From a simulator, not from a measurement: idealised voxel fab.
The following process module bears the name voxel ribs on slabs.
It is cross-section cut that appears here, measuring 145 nm in width, its square cells being 5 nm in size.
Cross-section spec: square-cell grid; bands listed top down; each band is one or more rows. Basically the band line says how high the top is and how high the bottom is, in nm, and then what's in it from left to right, every material with its width in nm. Empty space shows up as "air", and if a single material carries "everywhere" it runs the full band edge to edge. A quick word on heights: they are counted from 0, and under that level the wafer as it came to us is one material throughout. The lowest band is different from the rest in having no bottom; it simply continues downward, written as in "0..down". Width: "30..40" (first number = top row, second number = bottom row, same change from row to row of cells). Reading "remains unaltered" for a step: not a cell of the cross-section changed in it. Closed-off voids of 8+ cells (no open route to the top) go in "Trapped cavities", written width x height at distance from the left edge, in nm. Formally, on a step line, whatever follows the settings is a remark that the simulator itself makes on the step. "overlay nm" denotes, for a step that has a mask, the displacement of the mask to the right of its planned place, with negative values corresponding to the left.
**These are the steps we planned for the process**
1. op RECEIVE | material Si
2. op DIRECTIONAL_DEP | material SiO2 | thk nm 25
3. op DIRECTIONAL_DEP | material polySi | thk nm 25
4. op MASKED_ETCH | tone cover | mask id RIB | width nm 20 | etch materials polySi | depth nm 10 | overlay nm 0
5. op MASKED_ETCH | tone cover | mask id SLAB | width nm 70 | etch materials polySi | depth nm 15 | overlay nm 0
6. op FILL_DEP | material SiO2 | thk nm 20
7. op CMP | height nm 65
8. op DIRECTIONAL_DEP | material W | thk nm 10
9. op DIRECTIONAL_DEP | material aC | thk nm 15
10. op PATTERN | tone cover | mask id HEATER | material resist | width nm 30 | thk nm 30 | overlay nm 0
11. op DIRECTIONAL_ETCH | etch materials aC | depth nm 15
12. op STRIP | etch materials resist
13. op DIRECTIONAL_ETCH | etch materials W | depth nm 10
14. op STRIP | etch materials aC
15. op CONFORMAL_DEP | material SiN | thk nm 10
**Received-state cross-section, reflecting completion of step 1**
	0..down: Si everywhere
	Trapped cavities: none
**Final wafer profile in cross-section after the module, from the same start and plan as above, with one mistake made during processing**
	85..75: air (45), then SiN (50), then air (50)
	75..65: SiN (55), then W (30), then SiN (60)
	65..50: SiO2 everywhere
	50..40: SiO2 (35), then polySi (25), then SiO2 (20), then polySi (25), then SiO2 (40)
	40..35: SiO2 (35), then polySi (70), then SiO2 (40)
	35..25: polySi everywhere
	25..0: SiO2 everywhere
	0..down: Si everywhere
	Trapped cavities: none
What was the processing mistake? step 4 ran as: op MASKED_ETCH | tone open | mask id RIB | width nm 20 | etch materials polySi | depth nm 10 | overlay nm 0
